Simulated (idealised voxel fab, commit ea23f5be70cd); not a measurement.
You're looking at the process module voxel wiring stack.
Pictured: cross-section cut, 195 nm wide, on a grid of 5 nm square cells.
Notation: cross-section as square-cell grid; stated in bands, top first, going down; one or more cell rows per band. Each band's line starts with the height of the band's top and of its bottom, in nm. Then come its materials from left to right, each with its width in nm. One material with "edge to edge" fills the band from edge to edge. "air" is empty space. The level at which height equals 0 is the one under which the wafer, as it arrives, is entirely one material. No lower edge exists for the bottom band, which continues downward and is notated as in "0 and below". Width: "30 to 40" (first number = top row, second number = bottom row, same change from row to row of cells). "no change" means the step left every cell of the cross-section as it was. If an empty space has no open way to the top and is at least 8 cells in size, "Unvented internal voids" lists it, written width x height at distance, where distance is measured from the left edge and every value is in nm. Read whatever lies past the settings on a step's line as the simulator's own remark about the step. You can add "overlay nm" to a step's line. For a step with a mask, it describes how far the mask lay to the right of its planned position, and a negative number describes a lay to the left.

-- Below is the list of planned process steps
1. RECEIVE with material Si
2. CONFORMAL_DEP with material SiO2, thk nm 15
3. CONFORMAL_DEP with material SiN, thk nm 5
4. DIRECTIONAL_DEP with material SiO2, thk nm 25
5. DIRECTIONAL_DEP with material aC, thk nm 10
6. PATTERN with tone open, mask id METAL_1, material resist, width nm 25, pitch nm 45, thk nm 25, overlay nm 0
7. DIRECTIONAL_ETCH with etch materials aC, depth nm 10
8. STRIP with etch materials resist
9. DIRECTIONAL_ETCH with etch materials SiO2, depth nm 25
10. DIRECTIONAL_ETCH with etch materials SiN, depth nm 5
11. STRIP with etch materials aC
12. CONFORMAL_DEP with material TiN, thk nm 5
13. FILL_DEP with material Ru, thk nm 5
14. CMP with height nm 45
15. EPI with material Ru, thk nm 5
16. FILL_DEP with material SiCN, thk nm 5
17. DIRECTIONAL_DEP with material SiO2, thk nm 30
18. DIRECTIONAL_DEP with material aC, thk nm 15
19. PATTERN with tone open, mask id METAL_2, material resist, width nm 25, pitch nm 45, thk nm 30, overlay nm 0
20. DIRECTIONAL_ETCH with etch materials aC, depth nm 15
21. STRIP with etch materials resist
22. DIRECTIONAL_ETCH with etch materials SiO2, depth nm 15
23. STRIP with etch materials aC
24. DIRECTIONAL_DEP with material aC, thk nm 10
25. PATTERN with tone open, mask id METAL_2_HOLES, material resist, width nm 15, pitch nm 90, thk nm 30, overlay nm 0
26. DIRECTIONAL_ETCH with etch materials aC, depth nm 10
27. STRIP with etch materials resist
28. DIRECTIONAL_ETCH with etch materials SiO2, depth nm 15
29. DIRECTIONAL_ETCH with etch materials SiCN, depth nm 5
30. STRIP with etch materials aC
31. CONFORMAL_DEP with material TiN, thk nm 5
32. FILL_DEP with material Cu, thk nm 5
33. CMP with height nm 85
34. CONFORMAL_DEP with material SiCN, thk nm 5
35. DIRECTIONAL_DEP with material lowk, thk nm 10
36. DIRECTIONAL_DEP with material aC, thk nm 15
37. PATTERN with tone open, mask id PLUG_2, material resist, width nm 15, pitch nm 45, thk nm 30, overlay nm 0
38. DIRECTIONAL_ETCH with etch materials aC, depth nm 15
39. STRIP with etch materials resist
40. DIRECTIONAL_ETCH with etch materials lowk, depth nm 10
41. DIRECTIONAL_ETCH with etch materials SiCN, depth nm 5
42. STRIP with etch materials aC
43. CONFORMAL_DEP with material TiN, thk nm 5
44. FILL_DEP with material Ru, thk nm 10
45. CMP with height nm 100
46. DIRECTIONAL_DEP with material TiN, thk nm 5
47. DIRECTIONAL_DEP with material W, thk nm 15
48. MASKED_ETCH with tone cover, mask id METAL_3, width nm 25, pitch nm 45, etch materials W, depth nm 15, overlay nm 0
49. MASKED_ETCH with tone cover, mask id METAL_3, width nm 25, pitch nm 45, etch materials TiN, depth nm 5, overlay nm 0
50. CONFORMAL_DEP with material SiN, thk nm 5
51. FILL_DEP with material lowk, thk nm 5
52. CMP with height nm 120
53. CONFORMAL_DEP with material SiN, thk nm 5

-- So this is the incoming wafer in cross-section - it's already been through step 1
    0 and below | Si edge to edge
    Unvented internal voids: none

-- What the wafer looks like in cross-section after this module, when it starts as shown above and follows the plan above but one mistake is made in running it
    125 down to 120 | SiN edge to edge
    120 down to 110 | lowk 35 nm; SiN 5 nm; W 25 nm; SiN 5 nm; lowk 10 nm; SiN 5 nm; W 25 nm; SiN 5 nm; lowk 10 nm; SiN 5 nm; W 25 nm; SiN 5 nm; lowk 35 nm
    110 down to 105 | SiN 40 nm; W 25 nm; SiN 20 nm; W 25 nm; SiN 20 nm; W 25 nm; SiN 40 nm
    105 down to 100 | Cu edge to edge
    100 down to 90 | lowk 40 nm; TiN 5 nm; Ru 5 nm; TiN 5 nm; lowk 30 nm; TiN 5 nm; Ru 5 nm; TiN 5 nm; lowk 30 nm; TiN 5 nm; Ru 5 nm; TiN 5 nm; lowk 50 nm
    90 down to 85 | SiCN 40 nm; TiN 15 nm; SiCN 30 nm; TiN 15 nm; SiCN 30 nm; TiN 15 nm; SiCN 50 nm
    85 down to 75 | SiO2 40 nm; TiN 5 nm; Cu 15 nm; TiN 5 nm; SiO2 20 nm; TiN 5 nm; Cu 15 nm; TiN 5 nm; SiO2 20 nm; TiN 5 nm; Cu 15 nm; TiN 5 nm; SiO2 40 nm
    75 down to 70 | SiO2 40 nm; TiN 5 nm; Cu 5 nm; TiN 15 nm; SiO2 20 nm; TiN 25 nm; SiO2 20 nm; TiN 5 nm; Cu 5 nm; TiN 15 nm; SiO2 40 nm
    70 down to 55 | SiO2 40 nm; TiN 5 nm; Cu 5 nm; TiN 5 nm; SiO2 75 nm; TiN 5 nm; Cu 5 nm; TiN 5 nm; SiO2 50 nm
    55 down to 50 | SiCN 40 nm; TiN 15 nm; SiCN 75 nm; TiN 15 nm; SiCN 50 nm
    50 down to 45 | SiCN 35 nm; Ru 35 nm; SiCN 10 nm; Ru 35 nm; SiCN 10 nm; Ru 35 nm; SiCN 35 nm
    45 down to 20 | SiO2 40 nm; TiN 5 nm; Ru 15 nm; TiN 5 nm; SiO2 20 nm; TiN 5 nm; Ru 15 nm; TiN 5 nm; SiO2 20 nm; TiN 5 nm; Ru 15 nm; TiN 5 nm; SiO2 40 nm
    20 down to 15 | SiN 40 nm; TiN 25 nm; SiN 20 nm; TiN 25 nm; SiN 20 nm; TiN 25 nm; SiN 40 nm
    15 down to 0 | SiO2 edge to edge
    0 and below | Si edge to edge
    Unvented internal voids: none
Against the plan, the run slipped here: note that step 46 departed from the planned setting and was carried out as DIRECTIONAL_DEP with material Cu, thk nm 5
